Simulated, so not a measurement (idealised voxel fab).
Process module heading - voxel ribs on slabs
Cross-sectional view cut (width: 185 nm; square cell size: 5 nm).
For the purposes of this document, a cross-section shall be understood as a grid of square cells, specified as bands listed in top-to-bottom order, each band consisting of one or more rows of cells. Heights first: top, then bottom, in nm. Then materials, left to right, each with a width in nm. "edge to edge" on a single material: fills the band edge to edge. "air": empty space. Height reference: 0 = level under which incoming wafer is all one material. Lowest band: no bottom, runs on downward, e.g. "top 0, no bottom". Width "30 to 40": first value at the band's top row of cells, second value at its bottom row, equal change from row to row. "nothing altered" (step): cross-section cells unchanged, all of them. Closed-off voids of 8+ cells (no open route to the top) go in "Closed empty spaces", written width x height at distance from the left edge, in nm. Step line, after settings: the simulator's comment on this step. What "overlay nm" on a step's line means: if the step has a mask, that mask lay this far to the right of its planned place, or, when the value is negative, to the left.

Planned process steps:
1,RECEIVE,material Si
2,DIRECTIONAL_DEP,material SiO2,thk nm 25
3,DIRECTIONAL_DEP,material polySi,thk nm 15
4,PATTERN,tone cover,mask id RIB,material resist,width nm 15,thk nm 20,overlay nm 0
5,DIRECTIONAL_ETCH,etch materials polySi,depth nm 5
6,STRIP,etch materials resist
7,PATTERN,tone cover,mask id SLAB,material resist,width nm 55,thk nm 20,overlay nm -15
8,DIRECTIONAL_ETCH,etch materials polySi,depth nm 10
9,STRIP,etch materials resist
10,FILL_DEP,material SiO2,thk nm 20
11,CMP,height nm 50
12,DIRECTIONAL_DEP,material TiN,thk nm 5
13,PATTERN,tone cover,mask id HEATER,material resist,width nm 25,thk nm 20,overlay nm 0
14,DIRECTIONAL_ETCH,etch materials TiN,depth nm 5
15,STRIP,etch materials resist
16,CONFORMAL_DEP,material SiO2,thk nm 5
The value of overlay nm given for step 7 in the plan refers to the first wafer; the wafers vary in this setting and are alike at the start.

First wafer of several, as received: cross-section after step 1:
- top 0, no bottom: Si edge to edge
- Closed empty spaces: none

First of several wafers in cross-section at module end, following the final step, step 16:
- top 60, bottom 55: air 75 / SiO2 35 / air 75
- top 55, bottom 50: SiO2 80 / TiN 25 / SiO2 80
- top 50, bottom 40: SiO2 edge to edge
- top 40, bottom 35: SiO2 85 / polySi 15 / SiO2 85
- top 35, bottom 25: SiO2 50 / polySi 55 / SiO2 80
- top 25, bottom 0: SiO2 edge to edge
- top 0, no bottom: Si edge to edge
- Closed empty spaces: none

Cross-section at module completion, last wafer:
- top 60, bottom 55: air 75 / SiO2 35 / air 75
- top 55, bottom 50: SiO2 80 / TiN 25 / SiO2 80
- top 50, bottom 40: SiO2 edge to edge
- top 40, bottom 35: SiO2 85 / polySi 15 / SiO2 85
- top 35, bottom 25: SiO2 80 / polySi 55 / SiO2 50
- top 25, bottom 0: SiO2 edge to edge
- top 0, no bottom: Si edge to edge
- Closed empty spaces: none

Heads up, this table goes wafer by wafer. A row tells you, at the end of the module, how many cells of each material that wafer has put on (+) or dropped (-) since it was received, and then its closed voids:
overlay nm -15, +384 SiO2, +5 TiN, +25 polySi, Closed empty spaces: none
overlay nm -10, +384 SiO2, +5 TiN, +25 polySi, Closed empty spaces: none
overlay nm -5, +384 SiO2, +5 TiN, +25 polySi, Closed empty spaces: none
overlay nm 0, +384 SiO2, +5 TiN, +25 polySi, Closed empty spaces: none
overlay nm 5, +384 SiO2, +5 TiN, +25 polySi, Closed empty spaces: none
overlay nm 10, +384 SiO2, +5 TiN, +25 polySi, Closed empty spaces: none
overlay nm 15, +384 SiO2, +5 TiN, +25 polySi, Closed empty spaces: none
